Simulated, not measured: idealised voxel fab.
The process module that follows is named voxel transistor to metal.
The width of the displayed cross-section, cut, is 280 nm; its cells are square, with a size of 5 nm.
In this document a cross-section is written as a grid of square cells. It is given as a series of bands, listed from the top down, and a band is one or more rows of cells.
A band entry consists of two parts. The first gives the height of the band's top and the height of its bottom, in nm. The rest lists the band's materials from left to right, each with its width in nm. A single material labelled with the word "all across" fills the band from edge to edge, and the word "empty" marks empty space.
Heads up on the height convention: 0 is the point under which the incoming wafer is all one material, and the lowest band has no bottom, it just keeps going down, like "top 0, no bottom".
When a width is written as two numbers, as in "30..40", the first number is the width in the top row of cells of the band and the second is the width in its bottom row, and the width changes by the same amount from each row to the next.
For the purposes of this document, the phrase "no change" attached to a step denotes that no cell within the cross-section was modified by that step.
The entry "Trapped void list" lists the empty spaces that cover at least 8 cells and have no open path to the top. Each is written as width x height at distance, where the distance is measured from the left edge and all three values are in nm.
Where a step's line continues beyond its settings, the continuation is a remark by the simulator itself on that step.
You can add "overlay nm" to a step's line. For a step with a mask, it describes how far the mask lay to the right of its planned position, and a negative number describes a lay to the left.

### The process steps that were planned are listed below
1: RECEIVE: material Si
2: OXIDIZE: depth nm 5
3: CONFORMAL_DEP: material SiN, thk nm 10
4: PATTERN: tone cover, mask id ACTIVE, material resist, width nm 105, pitch nm 125, thk nm 15, overlay nm 0
5: DIRECTIONAL_ETCH: etch materials SiN, depth nm 10
6: DIRECTIONAL_ETCH: etch materials SiO2, depth nm 5
7: DIRECTIONAL_ETCH: etch materials Si, depth nm 30
8: STRIP: etch materials resist
9: OXIDIZE: depth nm 5
10: FILL_DEP: material SiO2, thk nm 15
11: CMP: height nm 10
12: SELECTIVE_ETCH: etch materials SiO2, depth nm 5
13: STRIP: etch materials SiN
14: SELECTIVE_ETCH: etch materials SiO2, depth nm 5
15: OXIDIZE: depth nm 5
16: DIRECTIONAL_DEP: material polySi, thk nm 20
17: DIRECTIONAL_DEP: material SiCN, thk nm 15
18: DIRECTIONAL_DEP: material aC, thk nm 15
19: PATTERN: tone cover, mask id GATE, material resist, width nm 15, pitch nm 125, thk nm 30, overlay nm 0
20: DIRECTIONAL_ETCH: etch materials aC, depth nm 15
21: STRIP: etch materials resist
22: DIRECTIONAL_ETCH: etch materials SiCN, depth nm 25
23: DIRECTIONAL_ETCH: etch materials polySi, depth nm 30
24: STRIP: etch materials aC
25: CONFORMAL_DEP: material SiO2, thk nm 5
26: DIRECTIONAL_ETCH: etch materials SiO2, depth nm 5
27: CONFORMAL_DEP: material SiN, thk nm 5
28: DIRECTIONAL_ETCH: etch materials SiN, depth nm 5
29: DIRECTIONAL_ETCH: etch materials SiO2, depth nm 5
30: DIRECTIONAL_ETCH: etch materials Si, depth nm 10
31: EPI: material pSi, thk nm 15
32: FILL_DEP: material SiO2, thk nm 5
33: CMP: height nm 30
34: DIRECTIONAL_DEP: material SiO2, thk nm 10
35: MASKED_ETCH: tone open, mask id CONTACT, width nm 35, etch materials SiO2, depth nm 45, overlay nm 0
36: CONFORMAL_DEP: material TiN, thk nm 5
37: FILL_DEP: material Ru, thk nm 10
38: CMP: height nm 40
39: DIRECTIONAL_DEP: material TiN, thk nm 5
40: DIRECTIONAL_DEP: material W, thk nm 20
41: MASKED_ETCH: tone cover, mask id METAL_1, width nm 20, etch materials W, depth nm 20, overlay nm 0
42: MASKED_ETCH: tone cover, mask id METAL_1, width nm 20, etch materials TiN, depth nm 5, overlay nm 0
43: FILL_DEP: material lowk, thk nm 5
44: CMP: height nm 55
45: CONFORMAL_DEP: material SiN, thk nm 5
Be aware that, although all wafers share a common starting state, the height nm at step 44 differs among them, and the plan displays the first wafer's value.

### As received, i.e. after step 1: cross-section through the first of several wafers
> top 0, no bottom  Si all across
> Trapped void list: none

### The following table contains a row per wafer, in which are reported, at the conclusion of the module, the cells of each material gained (+) or lost (-) since the wafer's receipt, with its closed voids given thereafter
height nm 55 | +108 Ru | -268 Si | +18 SiCN | +88 SiN | +346 SiO2 | +108 TiN | +32 W | +120 lowk | +96 pSi | +24 polySi | Trapped void list: none
height nm 60 | +108 Ru | -268 Si | +18 SiCN | +88 SiN | +346 SiO2 | +108 TiN | +48 W | +160 lowk | +96 pSi | +24 polySi | Trapped void list: none
height nm 65 | +108 Ru | -268 Si | +18 SiCN | +88 SiN | +346 SiO2 | +108 TiN | +64 W | +200 lowk | +96 pSi | +24 polySi | Trapped void list: none
height nm 70 | +108 Ru | -268 Si | +18 SiCN | +88 SiN | +346 SiO2 | +108 TiN | +64 W | +256 lowk | +96 pSi | +24 polySi | Trapped void list: none
